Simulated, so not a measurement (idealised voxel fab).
The name of this process module is voxel capacitor over wiring.
Square cells of 5 nm make up the cross-section cut, whose width is 240 nm.
Cross-section spec: square-cell grid; bands listed top down; each band is one or more rows.
Top, bottom (nm), then materials left to right with widths (nm); lone material tagged "full width" fills the whole band edge to edge; "empty" = empty space.
Height datum 0, below which the as-received substrate wafer is one material. Lowest band open at the bottom, running downward: "0 down".
It should be noted that a width expressed as "30..40" varies in equal increments from row to row of cells within the band, taking the value of the first number at the top row and that of the second number at the bottom row.
Reading "changes: none" for a step: not a cell of the cross-section changed in it.
Heads up: "Closed void table" only lists the empty pockets with no open path to the top that are 8 cells or more, and it writes them as width x height at distance, distance from the left edge, in nm.
What comes after the settings on a step's line is commentary from the simulator itself on that step.
"overlay nm", when on a step's line for a step with a mask, measures how far to the right of its planned place the mask lay; a negative measure means to the left.
# List of planned process steps
step 1: RECEIVE: material Si
step 2: CONFORMAL_DEP: material SiO2, thk nm 10
step 3: DIRECTIONAL_DEP: material TiN, thk nm 5
step 4: DIRECTIONAL_DEP: material W, thk nm 15
step 5: DIRECTIONAL_DEP: material aC, thk nm 10
step 6: PATTERN: tone cover, mask id METAL_1, material resist, width nm 30, pitch nm 95, thk nm 25, overlay nm 0
step 7: DIRECTIONAL_ETCH: etch materials aC, depth nm 10
step 8: STRIP: etch materials resist
step 9: DIRECTIONAL_ETCH: etch materials W, depth nm 15
step 10: DIRECTIONAL_ETCH: etch materials TiN, depth nm 5
step 11: STRIP: etch materials aC
step 12: CONFORMAL_DEP: material SiN, thk nm 5
step 13: FILL_DEP: material lowk, thk nm 5
step 14: CMP: height nm 30
step 15: CONFORMAL_DEP: material SiCN, thk nm 5
step 16: DIRECTIONAL_DEP: material lowk, thk nm 10
step 17: PATTERN: tone open, mask id PLUG_1, material resist, width nm 15, thk nm 20, overlay nm 0
step 18: DIRECTIONAL_ETCH: etch materials lowk, depth nm 10
step 19: DIRECTIONAL_ETCH: etch materials SiCN, depth nm 5
step 20: STRIP: etch materials resist
step 21: CONFORMAL_DEP: material TiN, thk nm 5
step 22: FILL_DEP: material Ru, thk nm 5
step 23: CMP: height nm 45
step 24: DIRECTIONAL_DEP: material TiN, thk nm 5
step 25: DIRECTIONAL_DEP: material Al2O3, thk nm 5
step 26: DIRECTIONAL_DEP: material TiN, thk nm 5
step 27: DIRECTIONAL_DEP: material aC, thk nm 15
step 28: PATTERN: tone cover, mask id UPPER_PLATE, material resist, width nm 70, thk nm 35, overlay nm 0
step 29: DIRECTIONAL_ETCH: etch materials aC, depth nm 15
step 30: STRIP: etch materials resist
step 31: DIRECTIONAL_ETCH: etch materials TiN, depth nm 5
step 32: DIRECTIONAL_ETCH: etch materials Al2O3, depth nm 5
step 33: STRIP: etch materials aC
step 34: MASKED_ETCH: tone cover, mask id LOWER_PLATE, width nm 80, etch materials TiN, depth nm 5, overlay nm 0
step 35: FILL_DEP: material SiO2, thk nm 20
step 36: CMP: height nm 75
step 37: MASKED_ETCH: tone open, mask id PLUG_2, width nm 15, etch materials SiO2, depth nm 15, overlay nm 0
step 38: CONFORMAL_DEP: material TiN, thk nm 5
step 39: FILL_DEP: material Ru, thk nm 5
step 40: CMP: height nm 75
step 41: CONFORMAL_DEP: material SiN, thk nm 5
# Step 1 complete: cross-section of the wafer as received
- 0 down  Si full width
- Closed void table: none
# Cross-sectional result after module completion. Note: starting condition and plan are unchanged from above; one processing mistake was made
- 80 to 75  SiN full width
- 75 to 65  80 SiO2, 5 TiN, 5 Ru, 5 TiN, 145 SiO2
- 65 to 55  80 SiO2, 15..65 TiN, 145..95 SiO2
- 55 to 50  80 SiO2, 70 Al2O3, 90 SiO2
- 50 to 45  65 SiO2, 85 TiN, 90 SiO2
- 45 to 35  70 lowk, 5 TiN, 5 Ru, 5 TiN, 155 lowk
- 35 to 30  70 SiCN, 15 TiN, 155 SiCN
- 30 to 15  50 lowk, 5 SiN, 30 W, 5 SiN, 55 lowk, 5 SiN, 30 W, 5 SiN, 55 lowk
- 15 to 10  55 SiN, 30 TiN, 65 SiN, 30 TiN, 60 SiN
- 10 to 0  SiO2 full width
- 0 down  Si full width
- Closed void table: none
What was done differently from what was planned? step 28, actual vs plan mismatch, actual run PATTERN: tone cover, mask id UPPER_PLATE, material resist, width nm 70, thk nm 35, overlay nm 10
